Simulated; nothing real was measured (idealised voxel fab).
process module | voxel gate over fins
cross-section cut | 185 nm wide | cells 5 nm
A cross-section is a grid of square cells, given in bands from the top down. A band is one or more rows of cells.
Each band's line starts with the height of the band's top and of its bottom, in nm. Then come its materials from left to right, each with its width in nm. One material with "throughout" fills the band from edge to edge. "air" is empty space.
Height 0 is the level under which the wafer as received is all one material. The lowest band goes on downwards, as in "0 down".
A width such as "30 to 40" changes by the same amount from each row of cells to the next, from the band's top row to its bottom row.
"no change" after a step means that no cell of the cross-section changed.
closed voids: empty space of 8 cells or more with no open way to the top, each as width x height at its distance from the left edge, in nm
after a step's settings: what the simulator itself notes on the step
overlay nm, on a step with a mask: how far to the right of its planned place the mask lay; to the left if negative
plan
1 op RECEIVE | material Si
2 op CONFORMAL_DEP | material SiN | thk nm 5
3 op DIRECTIONAL_DEP | material aC | thk nm 15
4 op PATTERN | tone cover | mask id FINS | material resist | width nm 15 | pitch nm 35 | thk nm 30 | overlay nm -15
5 op DIRECTIONAL_ETCH | etch materials aC | depth nm 15
6 op STRIP | etch materials resist
7 op DIRECTIONAL_ETCH | etch materials SiN | depth nm 5
8 op DIRECTIONAL_ETCH | etch materials Si | depth nm 30
9 op STRIP | etch materials aC
10 op OXIDIZE | depth nm 5
11 op FILL_DEP | material SiO2 | thk nm 15
12 op CMP | height nm 5
13 op SELECTIVE_ETCH | etch materials SiO2 | depth nm 15
14 op STRIP | etch materials SiN
15 op CONFORMAL_DEP | material HfO2 | thk nm 5
16 op CONFORMAL_DEP | material TiN | thk nm 5
17 op CONFORMAL_DEP | material TiAl | thk nm 5
18 op CONFORMAL_DEP | material TiN | thk nm 5
19 op FILL_DEP | material W | thk nm 10
20 op CMP | height nm 25
21 op CONFORMAL_DEP | material SiCN | thk nm 5
varied across the wafers: overlay nm of step 4. The plan shows the first wafer's value. All wafers start alike
first wafer as received, after step 1
  0 down: Si throughout
  closed voids: none
first wafer at the end, after step 21
  30 to 25: SiCN throughout
  25 to 20: W throughout
  20 to 15: TiN 150 | W 35
  15 to 10: TiN 5 | TiAl 140 | TiN 5 | W 35
  10 to 5: TiN 5 | TiAl 5 | TiN 25 | TiAl 10 | TiN 25 | TiAl 10 | TiN 25 | TiAl 10 | TiN 25 | TiAl 5 | TiN 40
  5 to 0: TiAl 10 | TiN 5 | HfO2 15 | TiN 5 | TiAl 10 | TiN 5 | HfO2 15 | TiN 5 | TiAl 10 | TiN 5 | HfO2 15 | TiN 5 | TiAl 10 | TiN 5 | HfO2 15 | TiN 5 | TiAl 45
  0 to -5: TiN 15 | HfO2 5 | Si 5 | HfO2 5 | TiN 20 | HfO2 5 | Si 5 | HfO2 5 | TiN 20 | HfO2 5 | Si 5 | HfO2 5 | TiN 20 | HfO2 5 | Si 5 | HfO2 5 | TiN 50
  -5 to -10: HfO2 20 | Si 5 | HfO2 30 | Si 5 | HfO2 30 | Si 5 | HfO2 30 | Si 5 | HfO2 55
  -10 to -35: SiO2 20 | Si 5 | SiO2 30 | Si 5 | SiO2 30 | Si 5 | SiO2 30 | Si 5 | SiO2 55
  -35 down: Si throughout
  closed voids: none
last wafer at the end
  30 to 25: SiCN throughout
  25 to 20: W throughout
  20 to 15: W 30 | TiN 150 | W 5
  15 to 10: W 30 | TiN 5 | TiAl 140 | TiN 5 | W 5
  10 to 5: TiN 35 | TiAl 5 | TiN 25 | TiAl 10 | TiN 25 | TiAl 10 | TiN 25 | TiAl 10 | TiN 25 | TiAl 5 | TiN 10
  5 to 0: TiAl 40 | TiN 5 | HfO2 15 | TiN 5 | TiAl 10 | TiN 5 | HfO2 15 | TiN 5 | TiAl 10 | TiN 5 | HfO2 15 | TiN 5 | TiAl 10 | TiN 5 | HfO2 15 | TiN 5 | TiAl 15
  0 to -5: TiN 45 | HfO2 5 | Si 5 | HfO2 5 | TiN 20 | HfO2 5 | Si 5 | HfO2 5 | TiN 20 | HfO2 5 | Si 5 | HfO2 5 | TiN 20 | HfO2 5 | Si 5 | HfO2 5 | TiN 20
  -5 to -10: HfO2 50 | Si 5 | HfO2 30 | Si 5 | HfO2 30 | Si 5 | HfO2 30 | Si 5 | HfO2 25
  -10 to -35: SiO2 50 | Si 5 | SiO2 30 | Si 5 | SiO2 30 | Si 5 | SiO2 30 | Si 5 | SiO2 25
  -35 down: Si throughout
  closed voids: none
each wafer at the end: cells of each material gained (+) or lost (-) since it was received, then its closed voids
overlay nm -15 | +53 HfO2 | -231 Si | +37 SiCN | +165 SiO2 | +53 TiAl | +94 TiN | +51 W | closed voids: none
overlay nm -10 | +53 HfO2 | -231 Si | +37 SiCN | +165 SiO2 | +53 TiAl | +94 TiN | +51 W | closed voids: none
overlay nm -5 | +53 HfO2 | -231 Si | +37 SiCN | +165 SiO2 | +53 TiAl | +94 TiN | +51 W | closed voids: none
overlay nm 0 | +53 HfO2 | -231 Si | +37 SiCN | +165 SiO2 | +53 TiAl | +94 TiN | +51 W | closed voids: none
overlay nm 5 | +53 HfO2 | -231 Si | +37 SiCN | +165 SiO2 | +53 TiAl | +94 TiN | +51 W | closed voids: none
overlay nm 10 | +53 HfO2 | -231 Si | +37 SiCN | +165 SiO2 | +53 TiAl | +94 TiN | +51 W | closed voids: none
overlay nm 15 | +53 HfO2 | -231 Si | +37 SiCN | +165 SiO2 | +53 TiAl | +94 TiN | +51 W | closed voids: none
